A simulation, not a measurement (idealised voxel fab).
Documented hereafter: the process module known as voxel spacer lines.
275 nm wide, 5 nm square cells: that's cross-section cut.
Cross-section format: a grid of square cells, given as bands from top to bottom; each band is one or more rows of cells.
What a band's entry tells you: where the top is and where the bottom is, as heights in nm, and after that what lies inside, material by material from left to right, each with its width in nm. Empty space is written as the word "blank", and a single material marked with the word "throughout" occupies the band from edge to edge.
Heights are reckoned from 0. Under this level, the received wafer is all of one material. The bottommost band is open-ended downward, for example "0 and below".
The width entry "30 to 40" should be interpreted row by row: the top row of cells in the band takes the first number, the bottom row takes the second number, and the change between adjacent rows is uniform throughout.
For the purposes of this document, the phrase "identical to before" attached to a step denotes that no cell within the cross-section was modified by that step.
"Enclosed void listing" contains a list of empty spaces, each no smaller than 8 cells and without an open way to the top, written in the form width x height at distance with the distance from the left edge and all three in nm.
The remark found on a step's line after its settings is issued by the simulator itself and pertains to that step.
"overlay nm" answers the question of how far to the right of plan the mask lay on a step that has a mask, and when it is negative the answer is to the left.

## Process steps (planned)
1. RECEIVE (material Si)
2. CONFORMAL_DEP (material Al2O3; thk nm 5)
3. DIRECTIONAL_DEP (material SiN; thk nm 10)
4. DIRECTIONAL_DEP (material aC; thk nm 20)
5. PATTERN (tone cover; mask id MANDREL; material resist; width nm 15; pitch nm 60; thk nm 30; overlay nm 0)
6. DIRECTIONAL_ETCH (etch materials aC; depth nm 20)
7. STRIP (etch materials resist)
8. CONFORMAL_DEP (material SiO2; thk nm 15)
9. DIRECTIONAL_ETCH (etch materials SiO2; depth nm 15)
10. STRIP (etch materials aC)
11. DIRECTIONAL_ETCH (etch materials SiN; depth nm 10)
12. STRIP (etch materials SiO2)
13. FILL_DEP (material lowk; thk nm 5)
14. CMP (height nm 15)

## As-received wafer cross-section (after step 1)
- 0 and below = Si throughout
- Enclosed void listing: none

## First of two wafers: cross-section at end of module, run per plan
- 15 down to 5 = lowk (55), SiN (15), lowk (15), SiN (15), lowk (15), SiN (15), lowk (15), SiN (15), lowk (15), SiN (15), lowk (15), SiN (15), lowk (55)
- 5 down to 0 = Al2O3 throughout
- 0 and below = Si throughout
- Enclosed void listing: none

## Wafer two cross-section, module end. Start and plan unchanged from wafer one; one mistake made during the run
- 15 down to 5 = lowk (55), SiN (15), lowk (15), SiN (15), lowk (15), SiN (15), lowk (15), SiN (15), lowk (15), SiN (15), lowk (15), SiN (15), lowk (55)
- 5 down to 0 = lowk throughout
- 0 and below = Si throughout
- Enclosed void listing: none
Run error: step 2 off recipe, ran as CONFORMAL_DEP (material lowk; thk nm 5)
FYI, end of process, the second wafer has more or fewer cells of some materials than the first: Al2O3: 55 fewer, lowk: 55 more
